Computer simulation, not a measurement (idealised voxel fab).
Presented below is a process module, voxel ribs on slabs.
Cross-section cut spans 155 nm and uses square cells 5 nm in size.
This document writes a cross-section as a grid whose cells are square, and gives it as bands, listed from the top down; one or more rows of cells form a band. Band: top and bottom heights (nm) first, top before bottom; then materials from left to right, widths in nm. "all across" marks a sole material filling the band edge to edge. "air" denotes empty space. The level at which height equals 0 is the one under which the wafer, as it arrives, is entirely one material. No lower edge exists for the bottom band, which continues downward and is notated as in "z 0 and below". You'd read "30..40" like this: the band's top row of cells is as wide as the first number, its bottom row is as wide as the second, and going down, every row changes width by the same amount as the row before did. Where the words "left unchanged" appear for a step, the cross-section shows no cell changed by that step; every cell remained as before. Closed empty spaces (no open way to the top) of 8 cells or more are what "Cavities, closed" lists, each as width x height at distance from the left edge, nm for all three. Read whatever lies past the settings on a step's line as the simulator's own remark about the step. "overlay nm", when on a step's line for a step with a mask, measures how far to the right of its planned place the mask lay; a negative measure means to the left.
Intended process steps
1: RECEIVE (material Si)
2: DIRECTIONAL_DEP (material SiO2; thk nm 20)
3: DIRECTIONAL_DEP (material SiN; thk nm 20)
4: DIRECTIONAL_DEP (material aC; thk nm 5)
5: PATTERN (tone cover; mask id RIB; material resist; width nm 15; thk nm 25; overlay nm 0)
6: DIRECTIONAL_ETCH (etch materials aC; depth nm 10)
7: STRIP (etch materials resist)
8: DIRECTIONAL_ETCH (etch materials SiN; depth nm 5)
9: STRIP (etch materials aC)
10: MASKED_ETCH (tone cover; mask id SLAB; width nm 65; etch materials SiN; depth nm 15; overlay nm 0)
11: FILL_DEP (material SiO2; thk nm 25)
12: CMP (height nm 60)
13: DIRECTIONAL_DEP (material TiN; thk nm 5)
14: DIRECTIONAL_DEP (material aC; thk nm 15)
15: PATTERN (tone cover; mask id HEATER; material resist; width nm 25; thk nm 35; overlay nm 0)
16: DIRECTIONAL_ETCH (etch materials aC; depth nm 15)
17: STRIP (etch materials resist)
18: DIRECTIONAL_ETCH (etch materials TiN; depth nm 5)
19: STRIP (etch materials aC)
20: CONFORMAL_DEP (material SiN; thk nm 5)
Split variable: thk nm, step 4. Plan value = first wafer. Wafers start alike.
As-received state after step 1, first of several wafers, cross-section
  z 0 and below = Si all across
  Cavities, closed: none
Cross-sectional representation of the first of several wafers at the end of the module, i.e. after its terminal step, step 20
  z 70 to 65 = 60 of air, 35 of SiN, 60 of air
  z 65 to 60 = 65 of SiN, 25 of TiN, 65 of SiN
  z 60 to 40 = SiO2 all across
  z 40 to 35 = 70 of SiO2, 15 of SiN, 70 of SiO2
  z 35 to 20 = 45 of SiO2, 65 of SiN, 45 of SiO2
  z 20 to 0 = SiO2 all across
  z 0 and below = Si all across
  Cavities, closed: none
Here we cross-sectioned the last of the wafers once the module was done
  z 70 to 65 = 60 of air, 35 of SiN, 60 of air
  z 65 to 60 = 65 of SiN, 25 of TiN, 65 of SiN
  z 60 to 40 = SiO2 all across
  z 40 to 25 = 45 of SiO2, 65 of SiN, 45 of SiO2
  z 25 to 20 = SiN all across
  z 20 to 0 = SiO2 all across
  z 0 and below = Si all across
  Cavities, closed: none
Per wafer (row), end of module: delta in cells per material since receipt, (+) for gained, (-) for lost; closed voids after that
thk nm 5, +75 SiN, +330 SiO2, +5 TiN, Cavities, closed: none
thk nm 10, +75 SiN, +330 SiO2, +5 TiN, Cavities, closed: none
thk nm 15, +103 SiN, +302 SiO2, +5 TiN, Cavities, closed: none
thk nm 20, +103 SiN, +302 SiO2, +5 TiN, Cavities, closed: none
thk nm 25, +103 SiN, +302 SiO2, +5 TiN, Cavities, closed: none
